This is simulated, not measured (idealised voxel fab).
The document below concerns the process module designated voxel wiring stack.
Xsec cut, 210 nm wide, square cell size 5 nm.
Reading order for cross-sections: top band down to bottom band. Underlying form: a grid of square cells. Band size: one or more rows of cells.
Band entry format. Leading values: height of top, height of bottom, nm. Remainder: materials in left-to-right order, each with its width in nm. Special words: "throughout" on a single material, which then fills the band edge to edge; "empty", empty space.
Basically, 0 is our baseline, since under it the wafer straight out of the box is all one material. The bottom band has no lower end and keeps on going down, so it looks like "0 and below".
The expression "30 to 40" gives the width at the extremes of the band, the first number at its top row of cells and the second at its bottom row, with the width changing by equal amounts from each row to the next in between.
What does "stayed the same" mean for a step? It means no cell of the cross-section changed in that step.
Heads up: "Sealed void list" only lists the empty pockets with no open path to the top that are 8 cells or more, and it writes them as width x height at distance, distance from the left edge, in nm.
Whatever follows a step's settings on its line is a remark the simulator itself makes about that step.
"overlay nm" on a masked step: distance the mask lay right of its planned place, negative for left.
Pairs, read this way: before one process step on the one hand, after it on the other, the after cross-section ending at the lowest band that changed; the step between, settings included, beneath. Same starting wafer throughout, but possibly different runs of this module, so no pair continues from the pair above unless its entry headed "Before-step section" says so.
## Before-step section
* 80 down to 60  75 nm SiO2, then 20 nm empty, then 15 nm SiO2, then 20 nm empty, then 80 nm SiO2
* 60 down to 45  75 nm SiO2, then 15 nm empty, then 120 nm SiO2
* 45 down to 40  SiCN throughout
* 40 down to 25  75 nm W, then 5 nm SiN, then 10 nm SiO2, then 5 nm SiN, then 15 nm W, then 5 nm SiN, then 10 nm SiO2, then 5 nm SiN, then 80 nm W
* 25 down to 20  75 nm W, then 20 nm SiN, then 15 nm W, then 20 nm SiN, then 80 nm W
* 20 down to 15  TiN throughout
* 15 down to 0  SiO2 throughout
* 0 and below  Si throughout
* Sealed void list: none
## Step Outcome
* 80 down to 60  75 nm SiO2, then 20 nm empty, then 15 nm SiO2, then 20 nm empty, then 80 nm SiO2
* 60 down to 45  75 nm SiO2, then 15 nm empty, then 120 nm SiO2
* 45 down to 40  75 nm SiCN, then 15 nm empty, then 120 nm SiCN
* All layers under 40 are left as they were.
* Sealed void list: none
It is this step that lies between the two cross-sections above: MASKED_ETCH, tone open, mask id METAL_2_HOLES, width nm 15, etch materials SiCN, depth nm 5, overlay nm 0
Before-step section: look at the pair above, its after cross-section is where this step starts.
## Step Outcome
* 85 down to 80  80 nm TiN, then 10 nm empty, then 25 nm TiN, then 10 nm empty, then 85 nm TiN
* 80 down to 65  75 nm SiO2, then 5 nm TiN, then 10 nm empty, then 5 nm TiN, then 15 nm SiO2, then 5 nm TiN, then 10 nm empty, then 5 nm TiN, then 80 nm SiO2
* 65 down to 60  75 nm SiO2, then 5 nm TiN, then 5 nm empty, then 10 nm TiN, then 15 nm SiO2, then 20 nm TiN, then 80 nm SiO2
* 60 down to 45  75 nm SiO2, then 5 nm TiN, then 5 nm empty, then 5 nm TiN, then 120 nm SiO2
* 45 down to 40  75 nm SiCN, then 15 nm TiN, then 120 nm SiCN
* All layers under 40 are left as they were.
* Sealed void list: none
It is this step that lies between the two cross-sections above: CONFORMAL_DEP, material TiN, thk nm 5
Before-step section: look at the pair above, its after cross-section is where this step starts.
## Step Outcome
* 90 down to 85  Cu throughout
* 85 down to 80  80 nm TiN, then 10 nm Cu, then 25 nm TiN, then 10 nm Cu, then 85 nm TiN
* 80 down to 65  75 nm SiO2, then 5 nm TiN, then 10 nm Cu, then 5 nm TiN, then 15 nm SiO2, then 5 nm TiN, then 10 nm Cu, then 5 nm TiN, then 80 nm SiO2
* 65 down to 60  75 nm SiO2, then 5 nm TiN, then 5 nm Cu, then 10 nm TiN, then 15 nm SiO2, then 20 nm TiN, then 80 nm SiO2
* 60 down to 45  75 nm SiO2, then 5 nm TiN, then 5 nm Cu, then 5 nm TiN, then 120 nm SiO2
* All layers under 45 are left as they were.
* Sealed void list: none
It is this step that lies between the two cross-sections above: FILL_DEP, material Cu, thk nm 5
Before-step section: look at the pair above, its after cross-section is where this step starts.
## Step Outcome
* 80 down to 65  75 nm SiO2, then 5 nm TiN, then 10 nm Cu, then 5 nm TiN, then 15 nm SiO2, then 5 nm TiN, then 10 nm Cu, then 5 nm TiN, then 80 nm SiO2
* All layers under 65 are left as they were.
* Sealed void list: none
It is this step that lies between the two cross-sections above: CMP, height nm 80
Before-step section: look at the pair above, its after cross-section is where this step starts.
## Step Outcome
* 85 down to 80  SiCN throughout
* All layers under 80 are left as they were.
* Sealed void list: none
It is this step that lies between the two cross-sections above: CONFORMAL_DEP, material SiCN, thk nm 5
Before-step section: look at the pair above, its after cross-section is where this step starts.
## Step Outcome
* 95 down to 85  SiO2 throughout
* All layers under 85 are left as they were.
* Sealed void list: none
It is this step that lies between the two cross-sections above: DIRECTIONAL_DEP, material SiO2, thk nm 10
Before-step section: look at the pair above, its after cross-section is where this step starts.
## Step Outcome
* 95 down to 85  75 nm SiO2, then 15 nm empty, then 20 nm SiO2, then 15 nm empty, then 85 nm SiO2
* All layers under 85 are left as they were.
* Sealed void list: none
It is this step that lies between the two cross-sections above: MASKED_ETCH, tone open, mask id PLUG_2, width nm 15, pitch nm 35, etch materials SiO2, depth nm 10, overlay nm 0
Before-step section: look at the pair above, its after cross-section is where this step starts.
## Step Outcome
* 95 down to 85  75 nm SiO2, then 15 nm empty, then 20 nm SiO2, then 15 nm empty, then 85 nm SiO2
* 85 down to 80  75 nm SiCN, then 15 nm empty, then 20 nm SiCN, then 15 nm empty, then 85 nm SiCN
* All layers under 80 are left as they were.
* Sealed void list: none
It is this step that lies between the two cross-sections above: MASKED_ETCH, tone open, mask id PLUG_2, width nm 15, pitch nm 35, etch materials SiCN, depth nm 5, overlay nm 0
Before-step section: look at the pair above, its after cross-section is where this step starts.
## Step Outcome
* 95 down to 90  75 nm SiO2, then 15 nm empty, then 20 nm SiO2, then 15 nm empty, then 85 nm SiO2
* 90 down to 85  75 nm SiO2, then 15 nm Ru, then 20 nm SiO2, then 15 nm Ru, then 85 nm SiO2
* 85 down to 80  75 nm SiCN, then 15 nm Ru, then 20 nm SiCN, then 15 nm Ru, then 85 nm SiCN
* All layers under 80 are left as they were.
* Sealed void list: none
It is this step that lies between the two cross-sections above: EPI, material Ru, thk nm 10
Before-step section: look at the pair above, its after cross-section is where this step starts.
## Step Outcome
* 95 down to 85  75 nm SiO2, then 15 nm Ru, then 20 nm SiO2, then 15 nm Ru, then 85 nm SiO2
* All layers under 85 are left as they were.
* Sealed void list: none
It is this step that lies between the two cross-sections above: EPI, material Ru, thk nm 5
Before-step section: look at the pair above, its after cross-section is where this step starts.
## Step Outcome
* 100 down to 95  SiN throughout
* All layers under 95 are left as they were.
* Sealed void list: none
It is this step that lies between the two cross-sections above: CONFORMAL_DEP, material SiN, thk nm 5
Before-step section: look at the pair above, its after cross-section is where this step starts.
## Step Outcome
* 115 down to 100  SiO2 throughout
* All layers under 100 are left as they were.
* Sealed void list: none
It is this step that lies between the two cross-sections above: DIRECTIONAL_DEP, material SiO2, thk nm 15
Before-step section: look at the pair above, its after cross-section is where this step starts.
## Step Outcome
* 135 down to 115  75 nm resist, then 20 nm empty, then 15 nm resist, then 20 nm empty, then 80 nm resist
* All layers under 115 are left as they were.
* Sealed void list: none
It is this step that lies between the two cross-sections above: PATTERN, tone open, mask id METAL_3, material resist, width nm 20, pitch nm 35, thk nm 20, overlay nm 0
Before-step section: look at the pair above, its after cross-section is where this step starts.
## Step Outcome
* 135 down to 115  75 nm resist, then 20 nm empty, then 15 nm resist, then 20 nm empty, then 80 nm resist
* 115 down to 100  75 nm SiO2, then 20 nm empty, then 15 nm SiO2, then 20 nm empty, then 80 nm SiO2
* All layers under 100 are left as they were.
* Sealed void list: none
It is this step that lies between the two cross-sections above: DIRECTIONAL_ETCH, etch materials SiO2, depth nm 15
Before-step section: look at the pair above, its after cross-section is where this step starts.
## Step Outcome
* 135 down to 115  75 nm resist, then 20 nm empty, then 15 nm resist, then 20 nm empty, then 80 nm resist
* 115 down to 100  75 nm SiO2, then 20 nm empty, then 15 nm SiO2, then 20 nm empty, then 80 nm SiO2
* 100 down to 95  75 nm SiN, then 20 nm empty, then 15 nm SiN, then 20 nm empty, then 80 nm SiN
* All layers under 95 are left as they were.
* Sealed void list: none
It is this step that lies between the two cross-sections above: DIRECTIONAL_ETCH, etch materials SiN, depth nm 5
Before-step section: look at the pair above, its after cross-section is where this step starts.
## Step Outcome
* 115 down to 100  75 nm SiO2, then 20 nm empty, then 15 nm SiO2, then 20 nm empty, then 80 nm SiO2
* All layers under 100 are left as they were.
* Sealed void list: none
It is this step that lies between the two cross-sections above: STRIP, etch materials resist
Before-step section: look at the pair above, its after cross-section is where this step starts.
## Step Outcome
* 120 down to 115  80 nm TiN, then 10 nm empty, then 25 nm TiN, then 10 nm empty, then 85 nm TiN
* 115 down to 100  75 nm SiO2, then 5 nm TiN, then 10 nm empty, then 5 nm TiN, then 15 nm SiO2, then 5 nm TiN, then 10 nm empty, then 5 nm TiN, then 80 nm SiO2
* 100 down to 95  75 nm SiN, then 20 nm TiN, then 15 nm SiN, then 20 nm TiN, then 80 nm SiN
* All layers under 95 are left as they were.
* Sealed void list: none
It is this step that lies between the two cross-sections above: CONFORMAL_DEP, material TiN, thk nm 5
Before-step section: look at the pair above, its after cross-section is where this step starts.
## Step Outcome
* 130 down to 120  W throughout
* 120 down to 115  80 nm TiN, then 10 nm W, then 25 nm TiN, then 10 nm W, then 85 nm TiN
* 115 down to 100  75 nm SiO2, then 5 nm TiN, then 10 nm W, then 5 nm TiN, then 15 nm SiO2, then 5 nm TiN, then 10 nm W, then 5 nm TiN, then 80 nm SiO2
* All layers under 100 are left as they were.
* Sealed void list: none
It is this step that lies between the two cross-sections above: FILL_DEP, material W, thk nm 10
Before-step section: look at the pair above, its after cross-section is where this step starts.
## Step Outcome
* 115 down to 100  75 nm SiO2, then 5 nm TiN, then 10 nm W, then 5 nm TiN, then 15 nm SiO2, then 5 nm TiN, then 10 nm W, then 5 nm TiN, then 80 nm SiO2
* All layers under 100 are left as they were.
* Sealed void list: none
It is this step that lies between the two cross-sections above: CMP, height nm 115
Before-step section: look at the pair above, its after cross-section is where this step starts.
## Step Outcome
* 120 down to 115  SiCN throughout
* All layers under 115 are left as they were.
* Sealed void list: none
It is this step that lies between the two cross-sections above: CONFORMAL_DEP, material SiCN, thk nm 5
Before-step section: look at the pair above, its after cross-section is where this step starts.
## Step Outcome
* 155 down to 120  SiO2 throughout
* All layers under 120 are left as they were.
* Sealed void list: none
It is this step that lies between the two cross-sections above: DIRECTIONAL_DEP, material SiO2, thk nm 35
Before-step section: look at the pair above, its after cross-section is where this step starts.
## Step Outcome
* 175 down to 155  75 nm resist, then 20 nm empty, then 15 nm resist, then 20 nm empty, then 80 nm resist
* All layers under 155 are left as they were.
* Sealed void list: none
It is this step that lies between the two cross-sections above: PATTERN, tone open, mask id METAL_4, material resist, width nm 20, pitch nm 35, thk nm 20, overlay nm 0
Before-step section: look at the pair above, its after cross-section is where this step starts.
## Step Outcome
* 175 down to 155  75 nm resist, then 20 nm empty, then 15 nm resist, then 20 nm empty, then 80 nm resist
* 155 down to 135  75 nm SiO2, then 20 nm empty, then 15 nm SiO2, then 20 nm empty, then 80 nm SiO2
* All layers under 135 are left as they were.
* Sealed void list: none
It is this step that lies between the two cross-sections above: DIRECTIONAL_ETCH, etch materials SiO2, depth nm 20
Before-step section: look at the pair above, its after cross-section is where this step starts.
## Step Outcome
* 155 down to 135  75 nm SiO2, then 20 nm empty, then 15 nm SiO2, then 20 nm empty, then 80 nm SiO2
* All layers under 135 are left as they were.
* Sealed void list: none
It is this step that lies between the two cross-sections above: STRIP, etch materials resist
Before-step section: look at the pair above, its after cross-section is where this step starts.
## Step Outcome
* 165 down to 155  75 nm aC, then 20 nm empty, then 15 nm aC, then 20 nm empty, then 80 nm aC
* 155 down to 145  75 nm SiO2, then 20 nm empty, then 15 nm SiO2, then 20 nm empty, then 80 nm SiO2
* 145 down to 135  75 nm SiO2, then 20 nm aC, then 15 nm SiO2, then 20 nm aC, then 80 nm SiO2
* All layers under 135 are left as they were.
* Sealed void list: none
It is this step that lies between the two cross-sections above: DIRECTIONAL_DEP, material aC, thk nm 10
Before-step section: look at the pair above, its after cross-section is where this step starts.
## Step Outcome
* 190 down to 165  75 nm resist, then 15 nm empty, then 20 nm resist, then 15 nm empty, then 85 nm resist
* 165 down to 155  75 nm aC, then 15 nm empty, then 5 nm resist, then 15 nm aC, then 15 nm empty, then 5 nm resist, then 80 nm aC
* 155 down to 145  75 nm SiO2, then 15 nm empty, then 5 nm resist, then 15 nm SiO2, then 15 nm empty, then 5 nm resist, then 80 nm SiO2
* All layers under 145 are left as they were.
* Sealed void list: none
It is this step that lies between the two cross-sections above: PATTERN, tone open, mask id METAL_4_HOLES, material resist, width nm 15, pitch nm 35, thk nm 25, overlay nm 0
Before-step section: look at the pair above, its after cross-section is where this step starts.
## Step Outcome
* 180 down to 165  75 nm resist, then 15 nm empty, then 20 nm resist, then 15 nm empty, then 85 nm resist
* 165 down to 155  75 nm aC, then 15 nm empty, then 5 nm resist, then 15 nm aC, then 15 nm empty, then 5 nm resist, then 80 nm aC
* 155 down to 145  75 nm SiO2, then 15 nm empty, then 5 nm resist, then 15 nm SiO2, then 15 nm empty, then 5 nm resist, then 80 nm SiO2
* 145 down to 135  75 nm SiO2, then 15 nm empty, then 5 nm aC, then 15 nm SiO2, then 15 nm empty, then 5 nm aC, then 80 nm SiO2
* All layers under 135 are left as they were.
* Sealed void list: none
It is this step that lies between the two cross-sections above: DIRECTIONAL_ETCH, etch materials aC, depth nm 10
Before-step section: look at the pair above, its after cross-section is where this step starts.
## Step Outcome
* 165 down to 155  75 nm aC, then 20 nm empty, then 15 nm aC, then 20 nm empty, then 80 nm aC
* 155 down to 145  75 nm SiO2, then 20 nm empty, then 15 nm SiO2, then 20 nm empty, then 80 nm SiO2
* All layers under 145 are left as they were.
* Sealed void list: none
It is this step that lies between the two cross-sections above: STRIP, etch materials resist
Before-step section: look at the pair above, its after cross-section is where this step starts.
## Step Outcome
* 165 down to 155  75 nm aC, then 20 nm empty, then 15 nm aC, then 20 nm empty, then 80 nm aC
* 155 down to 145  75 nm SiO2, then 20 nm empty, then 15 nm SiO2, then 20 nm empty, then 80 nm SiO2
* 145 down to 135  75 nm SiO2, then 15 nm empty, then 5 nm aC, then 15 nm SiO2, then 15 nm empty, then 5 nm aC, then 80 nm SiO2
* 135 down to 120  75 nm SiO2, then 15 nm empty, then 20 nm SiO2, then 15 nm empty, then 85 nm SiO2
* All layers under 120 are left as they were.
* Sealed void list: none
It is this step that lies between the two cross-sections above: DIRECTIONAL_ETCH, etch materials SiO2, depth nm 15
Before-step section: look at the pair above, its after cross-section is where this step starts.
## Step Outcome
* 165 down to 155  75 nm aC, then 20 nm empty, then 15 nm aC, then 20 nm empty, then 80 nm aC
* 155 down to 145  75 nm SiO2, then 20 nm empty, then 15 nm SiO2, then 20 nm empty, then 80 nm SiO2
* 145 down to 135  75 nm SiO2, then 15 nm empty, then 5 nm aC, then 15 nm SiO2, then 15 nm empty, then 5 nm aC, then 80 nm SiO2
* 135 down to 120  75 nm SiO2, then 15 nm empty, then 20 nm SiO2, then 15 nm empty, then 85 nm SiO2
* 120 down to 115  75 nm SiCN, then 15 nm empty, then 20 nm SiCN, then 15 nm empty, then 85 nm SiCN
* All layers under 115 are left as they were.
* Sealed void list: none
It is this step that lies between the two cross-sections above: DIRECTIONAL_ETCH, etch materials SiCN, depth nm 5
Before-step section: look at the pair above, its after cross-section is where this step starts.
## Step Outcome
* 155 down to 135  75 nm SiO2, then 20 nm empty, then 15 nm SiO2, then 20 nm empty, then 80 nm SiO2
* All layers under 135 are left as they were.
* Sealed void list: none
It is this step that lies between the two cross-sections above: STRIP, etch materials aC
Before-step section: look at the pair above, its after cross-section is where this step starts.
## Step Outcome
* 160 down to 155  80 nm TiN, then 10 nm empty, then 25 nm TiN, then 10 nm empty, then 85 nm TiN
* 155 down to 140  75 nm SiO2, then 5 nm TiN, then 10 nm empty, then 5 nm TiN, then 15 nm SiO2, then 5 nm TiN, then 10 nm empty, then 5 nm TiN, then 80 nm SiO2
* 140 down to 135  75 nm SiO2, then 5 nm TiN, then 5 nm empty, then 10 nm TiN, then 15 nm SiO2, then 5 nm TiN, then 5 nm empty, then 10 nm TiN, then 80 nm SiO2
* 135 down to 120  75 nm SiO2, then 5 nm TiN, then 5 nm empty, then 5 nm TiN, then 20 nm SiO2, then 5 nm TiN, then 5 nm empty, then 5 nm TiN, then 85 nm SiO2
* 120 down to 115  75 nm SiCN, then 15 nm TiN, then 20 nm SiCN, then 15 nm TiN, then 85 nm SiCN
* All layers under 115 are left as they were.
* Sealed void list: none
It is this step that lies between the two cross-sections above: CONFORMAL_DEP, material TiN, thk nm 5
Before-step section: look at the pair above, its after cross-section is where this step starts.
## Step Outcome
* 170 down to 160  Cu throughout
* 160 down to 155  80 nm TiN, then 10 nm Cu, then 25 nm TiN, then 10 nm Cu, then 85 nm TiN
* 155 down to 140  75 nm SiO2, then 5 nm TiN, then 10 nm Cu, then 5 nm TiN, then 15 nm SiO2, then 5 nm TiN, then 10 nm Cu, then 5 nm TiN, then 80 nm SiO2
* 140 down to 135  75 nm SiO2, then 5 nm TiN, then 5 nm Cu, then 10 nm TiN, then 15 nm SiO2, then 5 nm TiN, then 5 nm Cu, then 10 nm TiN, then 80 nm SiO2
* 135 down to 120  75 nm SiO2, then 5 nm TiN, then 5 nm Cu, then 5 nm TiN, then 20 nm SiO2, then 5 nm TiN, then 5 nm Cu, then 5 nm TiN, then 85 nm SiO2
* All layers under 120 are left as they were.
* Sealed void list: none
It is this step that lies between the two cross-sections above: FILL_DEP, material Cu, thk nm 10
Before-step section: look at the pair above, its after cross-section is where this step starts.
## Step Outcome
* 155 down to 140  75 nm SiO2, then 5 nm TiN, then 10 nm Cu, then 5 nm TiN, then 15 nm SiO2, then 5 nm TiN, then 10 nm Cu, then 5 nm TiN, then 80 nm SiO2
* All layers under 140 are left as they were.
* Sealed void list: none
It is this step that lies between the two cross-sections above: CMP, height nm 155
Before-step section: look at the pair above, its after cross-section is where this step starts.
## Step Outcome
* 160 down to 155  SiCN throughout
* All layers under 155 are left as they were.
* Sealed void list: none
It is this step that lies between the two cross-sections above: CONFORMAL_DEP, material SiCN, thk nm 5
